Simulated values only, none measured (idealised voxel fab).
Process module under the name voxel gate over fins
cross-section cut | 280 nm wide | cells 5 nm
Cross-section format: a grid of square cells, given as bands from top to bottom; each band is one or more rows of cells.
In this notation a band is specified by the heights of its top and bottom, in that order and in nm, after which its materials appear from left to right, each paired with its width in nm. The word "all across" attached to a single material means that material fills the band from edge to edge; the word "blank" stands for empty space.
We count height from 0. Below that, the starting wafer is all one material. The lowest band never ends at the bottom but goes on down; see "from 0 down" for how that is written.
A width such as "30 to 40" changes by the same amount from each row of cells to the next, from the band's top row to its bottom row.
A step reported as "changes: none" is a step in which no cell of the cross-section changed.
Empty spaces without an open route to the top, at least 8 cells in extent, make up the entry "Fully enclosed voids"; each is given as width x height at distance, where the distance is measured from the left edge, and all are in nm.
Text after the settings on a step's line: the simulator's own remark on that step.
overlay nm: how far to the right of its planned place the mask lay on this masked step (negative: to the left).
plan:
| 1 | RECEIVE | material Si |
| 2 | CONFORMAL_DEP | material SiN | thk nm 5 |
| 3 | MASKED_ETCH | tone cover | mask id FINS | width nm 15 | pitch nm 45 | etch materials SiN | depth nm 5 | overlay nm 0 |
| 4 | MASKED_ETCH | tone cover | mask id FINS | width nm 15 | pitch nm 45 | etch materials Si | depth nm 30 | overlay nm 0 |
| 5 | FILL_DEP | material SiO2 | thk nm 15 |
| 6 | CMP | height nm 5 |
| 7 | SELECTIVE_ETCH | etch materials SiO2 | depth nm 15 |
| 8 | STRIP | etch materials SiN |
| 9 | CONFORMAL_DEP | material HfO2 | thk nm 5 |
| 10 | CONFORMAL_DEP | material TiN | thk nm 5 |
| 11 | FILL_DEP | material W | thk nm 10 |
| 12 | CMP | height nm 15 |
| 13 | CONFORMAL_DEP | material SiCN | thk nm 5 |
Cross-section of the incoming wafer, state after step 1:
* from 0 down: Si all across
* Fully enclosed voids: none
Cross-sectional result after module completion. Note: starting condition and plan are unchanged from above; one processing mistake was made:
* from 20 to 15: SiCN all across
* from 15 to 10: W all across
* from 10 to 5: W 55, then TiN 35, then W 10, then TiN 35, then W 10, then TiN 35, then W 10, then TiN 35, then W 55
* from 5 to 0: W 55, then TiN 5, then HfO2 25, then TiN 5, then W 10, then TiN 5, then HfO2 25, then TiN 5, then W 10, then TiN 5, then HfO2 25, then TiN 5, then W 10, then TiN 5, then HfO2 25, then TiN 5, then W 55
* from 0 to -5: TiN 60, then HfO2 5, then Si 15, then HfO2 5, then TiN 20, then HfO2 5, then Si 15, then HfO2 5, then TiN 20, then HfO2 5, then Si 15, then HfO2 5, then TiN 20, then HfO2 5, then Si 15, then HfO2 5, then TiN 60
* from -5 to -10: HfO2 65, then Si 15, then HfO2 30, then Si 15, then HfO2 30, then Si 15, then HfO2 30, then Si 15, then HfO2 65
* from -10 to -20: SiO2 65, then Si 15, then SiO2 30, then Si 15, then SiO2 30, then Si 15, then SiO2 30, then Si 15, then SiO2 65
* from -20 down: Si all across
* Fully enclosed voids: none
Run error: step 4 changed vs plan, executed as MASKED_ETCH | tone cover | mask id FINS | width nm 15 | pitch nm 45 | etch materials Si | depth nm 20 | overlay nm 0
